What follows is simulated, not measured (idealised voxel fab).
This is a process module. Its name is voxel wiring stack.
FYI the section here is cut, 170 nm wide, cells are 5 nm squares.
A cross-section is a grid of square cells, given in bands from the top down. A band is one or more rows of cells.
What a band's entry tells you: where the top is and where the bottom is, as heights in nm, and after that what lies inside, material by material from left to right, each with its width in nm. Empty space is written as the word "air", and a single material marked with the word "full width" occupies the band from edge to edge.
Below 0: as-received wafer, all one material; heights counted from there. Lowest band: no bottom, goes on down, written "0 down".
Width "30 to 40": first value at the band's top row of cells, second value at its bottom row, equal change from row to row.
For the purposes of this document, the phrase "no modification" attached to a step denotes that no cell within the cross-section was modified by that step.
Enclosed voids (no open way to top), threshold 8 cells or more, entry "Enclosed void list", notation width x height at distance, distance from left edge, nm.
Heads up: the bit after the settings on a step's line is the simulator's remark on that step.
What "overlay nm" on a step's line means: if the step has a mask, that mask lay this far to the right of its planned place, or, when the value is negative, to the left.
-- Process steps foreseen in the plan
1: RECEIVE | material Si
2: CONFORMAL_DEP | material SiO2 | thk nm 10
3: CONFORMAL_DEP | material SiN | thk nm 5
4: DIRECTIONAL_DEP | material lowk | thk nm 15
5: PATTERN | tone open | mask id METAL_1 | material resist | width nm 20 | pitch nm 35 | thk nm 20 | overlay nm 0
6: DIRECTIONAL_ETCH | etch materials lowk | depth nm 15
7: DIRECTIONAL_ETCH | etch materials SiN | depth nm 5
8: STRIP | etch materials resist
9: CONFORMAL_DEP | material TiN | thk nm 5
10: FILL_DEP | material Ru | thk nm 10
11: CMP | height nm 30
12: EPI | material Ru | thk nm 5
13: FILL_DEP | material SiCN | thk nm 5
14: DIRECTIONAL_DEP | material SiO2 | thk nm 10
15: DIRECTIONAL_DEP | material aC | thk nm 15
16: PATTERN | tone open | mask id PLUG_1 | material resist | width nm 15 | pitch nm 35 | thk nm 35 | overlay nm 0
17: DIRECTIONAL_ETCH | etch materials aC | depth nm 15
18: STRIP | etch materials resist
19: DIRECTIONAL_ETCH | etch materials SiO2 | depth nm 10
20: DIRECTIONAL_ETCH | etch materials SiCN | depth nm 5
21: STRIP | etch materials aC
22: EPI | material Ru | thk nm 10
23: EPI | material Ru | thk nm 5
24: CONFORMAL_DEP | material SiN | thk nm 5
25: DIRECTIONAL_DEP | material lowk | thk nm 15
26: MASKED_ETCH | tone open | mask id METAL_2 | width nm 20 | pitch nm 35 | etch materials lowk | depth nm 15 | overlay nm 0
27: MASKED_ETCH | tone open | mask id METAL_2 | width nm 20 | pitch nm 35 | etch materials SiN | depth nm 5 | overlay nm 0
28: CONFORMAL_DEP | material TiN | thk nm 5
29: FILL_DEP | material W | thk nm 5
30: CMP | height nm 70
31: EPI | material Ru | thk nm 5
32: FILL_DEP | material SiCN | thk nm 5
33: DIRECTIONAL_DEP | material SiO2 | thk nm 30
34: MASKED_ETCH | tone open | mask id METAL_3 | width nm 20 | pitch nm 35 | etch materials SiO2 | depth nm 15 | overlay nm 0
35: PATTERN | tone open | mask id METAL_3_HOLES | material resist | width nm 15 | pitch nm 35 | thk nm 15 | overlay nm 0
36: DIRECTIONAL_ETCH | etch materials SiO2 | depth nm 15
37: DIRECTIONAL_ETCH | etch materials SiCN | depth nm 5
38: STRIP | etch materials resist
39: CONFORMAL_DEP | material TiN | thk nm 5
40: FILL_DEP | material Ru | thk nm 10
41: CMP | height nm 110
42: CONFORMAL_DEP | material SiN | thk nm 5
-- Wafer as received: cross-section following step 1
  0 down | Si full width
  Enclosed void list: none
-- End-of-module cross-section of the first of two wafers, processed as planned
  115 to 110 | SiN full width
  110 to 100 | SiO2: 20; TiN: 5; Ru: 10; TiN: 5; SiO2: 15; TiN: 5; Ru: 10; TiN: 5; SiO2: 15; TiN: 5; Ru: 10; TiN: 5; SiO2: 15; TiN: 5; Ru: 10; TiN: 5; SiO2: 25
  100 to 95 | SiO2: 20; TiN: 5; Ru: 5; TiN: 10; SiO2: 15; TiN: 5; Ru: 5; TiN: 10; SiO2: 15; TiN: 5; Ru: 5; TiN: 10; SiO2: 15; TiN: 5; Ru: 5; TiN: 10; SiO2: 25
  95 to 80 | SiO2: 20; TiN: 5; Ru: 5; TiN: 5; SiO2: 20; TiN: 5; Ru: 5; TiN: 5; SiO2: 20; TiN: 5; Ru: 5; TiN: 5; SiO2: 20; TiN: 5; Ru: 5; TiN: 5; SiO2: 30
  80 to 75 | SiCN: 20; TiN: 15; SiCN: 20; TiN: 15; SiCN: 20; TiN: 15; SiCN: 20; TiN: 15; SiCN: 30
  75 to 70 | SiCN: 15; Ru: 30; SiCN: 5; Ru: 30; SiCN: 5; Ru: 30; SiCN: 5; Ru: 30; SiCN: 20
  70 to 55 | lowk: 20; TiN: 5; W: 10; TiN: 5; lowk: 15; TiN: 5; W: 10; TiN: 5; lowk: 15; TiN: 5; W: 10; TiN: 5; lowk: 15; TiN: 5; W: 10; TiN: 5; lowk: 25
  55 to 50 | SiN: 20; TiN: 20; SiN: 15; TiN: 20; SiN: 15; TiN: 20; SiN: 15; TiN: 20; SiN: 25
  50 to 40 | SiO2: 20; Ru: 15; SiO2: 20; Ru: 15; SiO2: 20; Ru: 15; SiO2: 20; Ru: 15; SiO2: 30
  40 to 30 | SiCN: 20 to 15; Ru: 15 to 30; SiCN: 20 to 5; Ru: 15 to 30; SiCN: 20 to 5; Ru: 15 to 30; SiCN: 20 to 5; Ru: 15 to 30; SiCN: 30 to 20
  30 to 15 | lowk: 20; TiN: 5; Ru: 10; TiN: 5; lowk: 15; TiN: 5; Ru: 10; TiN: 5; lowk: 15; TiN: 5; Ru: 10; TiN: 5; lowk: 15; TiN: 5; Ru: 10; TiN: 5; lowk: 25
  15 to 10 | SiN: 20; TiN: 20; SiN: 15; TiN: 20; SiN: 15; TiN: 20; SiN: 15; TiN: 20; SiN: 25
  10 to 0 | SiO2 full width
  0 down | Si full width
  Enclosed void list: none
-- Here is the second of the two wafers cut open at the end of the module - same start, same plan as the first one, but we made one mistake running it
  115 to 110 | SiN full width
  110 to 100 | SiO2: 20; TiN: 5; Ru: 10; TiN: 5; SiO2: 15; TiN: 5; Ru: 10; TiN: 5; SiO2: 15; TiN: 5; Ru: 10; TiN: 5; SiO2: 15; TiN: 5; Ru: 10; TiN: 5; SiO2: 25
  100 to 95 | SiO2: 20; TiN: 5; Ru: 5; TiN: 10; SiO2: 15; TiN: 5; Ru: 5; TiN: 10; SiO2: 15; TiN: 5; Ru: 5; TiN: 10; SiO2: 15; TiN: 5; Ru: 5; TiN: 10; SiO2: 25
  95 to 80 | SiO2: 20; TiN: 5; Ru: 5; TiN: 5; SiO2: 20; TiN: 5; Ru: 5; TiN: 5; SiO2: 20; TiN: 5; Ru: 5; TiN: 5; SiO2: 20; TiN: 5; Ru: 5; TiN: 5; SiO2: 30
  80 to 75 | SiCN: 20; TiN: 15; SiCN: 20; TiN: 15; SiCN: 20; TiN: 15; SiCN: 20; TiN: 15; SiCN: 30
  75 to 70 | SiCN: 15; Ru: 30; SiCN: 5; Ru: 30; SiCN: 5; Ru: 30; SiCN: 5; Ru: 30; SiCN: 20
  70 to 55 | lowk: 20; TiN: 5; W: 10; TiN: 5; lowk: 15; TiN: 5; W: 10; TiN: 5; lowk: 15; TiN: 5; W: 10; TiN: 5; lowk: 15; TiN: 5; W: 10; TiN: 5; lowk: 25
  55 to 50 | SiN: 20; TiN: 20; SiN: 15; TiN: 20; SiN: 15; TiN: 20; SiN: 15; TiN: 20; SiN: 25
  50 to 40 | SiO2: 20; Ru: 20; SiO2: 15; Ru: 20; SiO2: 15; Ru: 20; SiO2: 15; Ru: 20; SiO2: 25
  40 to 30 | SiCN: 20 to 15; Ru: 20 to 30; SiCN: 15 to 5; Ru: 20 to 30; SiCN: 15 to 5; Ru: 20 to 30; SiCN: 15 to 5; Ru: 20 to 30; SiCN: 25 to 20
  30 to 15 | lowk: 20; TiN: 5; Ru: 10; TiN: 5; lowk: 15; TiN: 5; Ru: 10; TiN: 5; lowk: 15; TiN: 5; Ru: 10; TiN: 5; lowk: 15; TiN: 5; Ru: 10; TiN: 5; lowk: 25
  15 to 10 | SiN: 20; TiN: 20; SiN: 15; TiN: 20; SiN: 15; TiN: 20; SiN: 15; TiN: 20; SiN: 25
  10 to 0 | SiO2 full width
  0 down | Si full width
  Enclosed void list: none
Which mistake was made when the wafer was run? step 16: run off-plan, actual operation and settings PATTERN | tone open | mask id PLUG_1 | material resist | width nm 20 | pitch nm 35 | thk nm 35 | overlay nm 0
Per the end-of-run cell counts, the second wafer holds more or fewer of some materials than the first: +12 Ru; -4 SiCN; -8 SiO2
